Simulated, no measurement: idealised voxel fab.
process module | voxel wiring stack
cross-section cut | 190 nm wide | cells 5 nm
A cross-section is a grid of square cells, given in bands from the top down. A band is one or more rows of cells.
Each band's line starts with the height of the band's top and of its bottom, in nm. Then come its materials from left to right, each with its width in nm. One material with "throughout" fills the band from edge to edge. "air" is empty space.
Height 0 is the level under which the wafer as received is all one material. The lowest band goes on downwards, as in "0 down".
A width such as "30 to 40" changes by the same amount from each row of cells to the next, from the band's top row to its bottom row.
"no change" after a step means that no cell of the cross-section changed.
closed voids: empty space of 8 cells or more with no open way to the top, each as width x height at its distance from the left edge, in nm
after a step's settings: what the simulator itself notes on the step
overlay nm, on a step with a mask: how far to the right of its planned place the mask lay; to the left if negative
plan
1 op RECEIVE | material Si
2 op CONFORMAL_DEP | material SiO2 | thk nm 10
3 op DIRECTIONAL_DEP | material TiN | thk nm 5
4 op DIRECTIONAL_DEP | material Ru | thk nm 20
5 op MASKED_ETCH | tone cover | mask id METAL_1 | width nm 25 | pitch nm 40 | etch materials Ru | depth nm 20 | overlay nm 0
6 op MASKED_ETCH | tone cover | mask id METAL_1 | width nm 25 | pitch nm 40 | etch materials TiN | depth nm 5 | overlay nm 0
7 op FILL_DEP | material SiO2 | thk nm 10
8 op CMP | height nm 35
9 op CONFORMAL_DEP | material SiCN | thk nm 5
10 op DIRECTIONAL_DEP | material lowk | thk nm 30
11 op PATTERN | tone open | mask id METAL_2_HOLES | material resist | width nm 15 | thk nm 20 | overlay nm 0
12 op DIRECTIONAL_ETCH | etch materials lowk | depth nm 30
13 op STRIP | etch materials resist
14 op DIRECTIONAL_DEP | material aC | thk nm 10
15 op PATTERN | tone open | mask id METAL_2 | material resist | width nm 25 | pitch nm 40 | thk nm 30 | overlay nm 0
16 op DIRECTIONAL_ETCH | etch materials aC | depth nm 10
17 op STRIP | etch materials resist
18 op DIRECTIONAL_ETCH | etch materials lowk | depth nm 20
19 op DIRECTIONAL_ETCH | etch materials SiCN | depth nm 5
20 op STRIP | etch materials aC
21 op CONFORMAL_DEP | material TiN | thk nm 5
22 op FILL_DEP | material Cu | thk nm 10
23 op CMP | height nm 70
24 op CONFORMAL_DEP | material SiCN | thk nm 5
25 op DIRECTIONAL_DEP | material SiO2 | thk nm 35
26 op MASKED_ETCH | tone open | mask id METAL_3 | width nm 25 | pitch nm 40 | etch materials SiO2 | depth nm 20 | overlay nm 0
27 op DIRECTIONAL_DEP | material aC | thk nm 10
28 op PATTERN | tone open | mask id METAL_3_HOLES | material resist | width nm 15 | pitch nm 40 | thk nm 25 | overlay nm 0
29 op DIRECTIONAL_ETCH | etch materials aC | depth nm 10
30 op STRIP | etch materials resist
31 op DIRECTIONAL_ETCH | etch materials SiO2 | depth nm 15
32 op DIRECTIONAL_ETCH | etch materials SiCN | depth nm 5
33 op STRIP | etch materials aC
34 op CONFORMAL_DEP | material TiN | thk nm 5
35 op FILL_DEP | material Ru | thk nm 10
36 op CMP | height nm 110
37 op CONFORMAL_DEP | material SiCN | thk nm 5
38 op DIRECTIONAL_DEP | material SiO2 | thk nm 25
39 op PATTERN | tone open | mask id METAL_4 | material resist | width nm 25 | pitch nm 40 | thk nm 15 | overlay nm 0
40 op DIRECTIONAL_ETCH | etch materials SiO2 | depth nm 15
41 op STRIP | etch materials resist
42 op MASKED_ETCH | tone open | mask id METAL_4_HOLES | width nm 15 | etch materials SiO2 | depth nm 10 | overlay nm 0
43 op MASKED_ETCH | tone open | mask id METAL_4_HOLES | width nm 15 | etch materials SiCN | depth nm 5 | overlay nm 0
44 op CONFORMAL_DEP | material TiN | thk nm 5
45 op FILL_DEP | material Cu | thk nm 5
46 op CMP | height nm 140
47 op CONFORMAL_DEP | material SiCN | thk nm 5
as received, after step 1
  0 down: Si throughout
  closed voids: none
a wafer at the end: this start, this plan, one mistake
  145 to 140: SiCN throughout
  140 to 130: SiO2 60 | TiN 5 | Cu 15 | TiN 5 | SiO2 15 | TiN 5 | Cu 15 | TiN 5 | SiO2 65
  130 to 125: SiO2 60 | TiN 5 | Cu 5 | TiN 15 | SiO2 15 | TiN 25 | SiO2 65
  125 to 115: SiO2 60 | TiN 5 | Cu 5 | TiN 5 | SiO2 115
  115 to 110: SiCN 60 | TiN 15 | SiCN 115
  110 to 95: SiO2 60 | TiN 5 | Ru 15 | TiN 5 | SiO2 15 | TiN 5 | Ru 15 | TiN 5 | SiO2 65
  95 to 90: SiO2 60 | TiN 5 | Ru 5 | TiN 15 | SiO2 15 | TiN 5 | Ru 5 | TiN 15 | SiO2 65
  90 to 80: SiO2 60 | TiN 5 | Ru 5 | TiN 5 | SiO2 25 | TiN 5 | Ru 5 | TiN 5 | SiO2 75
  80 to 75: SiO2 60 | TiN 15 | SiO2 25 | TiN 15 | SiO2 75
  75 to 70: SiO2 throughout
  70 to 55: lowk 60 | TiN 5 | Cu 15 | TiN 5 | lowk 15 | TiN 5 | Cu 15 | TiN 5 | lowk 65
  55 to 50: lowk 60 | TiN 5 | Cu 5 | TiN 15 | lowk 15 | TiN 25 | lowk 65
  50 to 40: lowk 60 | TiN 5 | Cu 5 | TiN 5 | lowk 115
  40 to 35: SiCN 60 | TiN 15 | SiCN 115
  35 to 15: SiO2 60 | Ru 25 | SiO2 15 | Ru 25 | SiO2 65
  15 to 10: SiO2 60 | TiN 25 | SiO2 15 | TiN 25 | SiO2 65
  10 to 0: SiO2 throughout
  0 down: Si throughout
  closed voids: none
what went wrong: step 24 ran as: op CONFORMAL_DEP | material SiO2 | thk nm 5
